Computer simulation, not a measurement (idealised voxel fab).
The process module that follows is named voxel ribs on slabs.
cross-section cut | 260 nm wide | cells 5 nm
Reading order for cross-sections: top band down to bottom band. Underlying form: a grid of square cells. Band size: one or more rows of cells. In this notation a band is specified by the heights of its top and bottom, in that order and in nm, after which its materials appear from left to right, each paired with its width in nm. The word "throughout" attached to a single material means that material fills the band from edge to edge; the word "empty" stands for empty space. Heads up on the height convention: 0 is the point under which the incoming wafer is all one material, and the lowest band has no bottom, it just keeps going down, like "from 0 down". Think of "30 to 40" as a width that walks from the first number to the second as you go down the band, top row to bottom row, taking equal-sized steps from row to row. "no modifications" (step): cross-section cells unchanged, all of them. "Closed void entries": sealed empty spaces, 8 cells or more, no open way to top, listed width x height at distance, with distance from the left edge and width, height and distance in nm. Whatever follows a step's settings on its line is a remark the simulator itself makes about that step. "overlay nm" answers the question of how far to the right of plan the mask lay on a step that has a mask, and when it is negative the answer is to the left.
# Steps planned for the process
1: RECEIVE (material Si)
2: DIRECTIONAL_DEP (material SiO2; thk nm 30)
3: DIRECTIONAL_DEP (material SiN; thk nm 15)
4: PATTERN (tone cover; mask id RIB; material resist; width nm 20; thk nm 15; overlay nm 0)
5: DIRECTIONAL_ETCH (etch materials SiN; depth nm 10)
6: STRIP (etch materials resist)
7: PATTERN (tone cover; mask id SLAB; material resist; width nm 50; thk nm 20; overlay nm -15)
8: DIRECTIONAL_ETCH (etch materials SiN; depth nm 5)
9: STRIP (etch materials resist)
10: FILL_DEP (material SiO2; thk nm 20)
11: CMP (height nm 60)
12: DIRECTIONAL_DEP (material W; thk nm 5)
13: PATTERN (tone cover; mask id HEATER; material resist; width nm 30; thk nm 20; overlay nm 0)
14: DIRECTIONAL_ETCH (etch materials W; depth nm 5)
15: STRIP (etch materials resist)
16: CONFORMAL_DEP (material SiN; thk nm 10)
varied across the wafers: overlay nm of step 7. The plan shows the first wafer's value. All wafers start alike
# Cross-section of the first of several received wafers, showing its state after step 1
> from 0 down | Si throughout
> Closed void entries: none
# Below, a row for every wafer. Read it as the end-of-module picture: for each material the wafer shows its cells gained (+) or lost (-) since it was received, and then its closed voids
overlay nm -15, +126 SiN, +606 SiO2, +6 W, Closed void entries: none
overlay nm -10, +126 SiN, +606 SiO2, +6 W, Closed void entries: none
overlay nm -5, +126 SiN, +606 SiO2, +6 W, Closed void entries: none
overlay nm 0, +126 SiN, +606 SiO2, +6 W, Closed void entries: none
overlay nm 5, +126 SiN, +606 SiO2, +6 W, Closed void entries: none
overlay nm 10, +126 SiN, +606 SiO2, +6 W, Closed void entries: none
overlay nm 15, +126 SiN, +606 SiO2, +6 W, Closed void entries: none
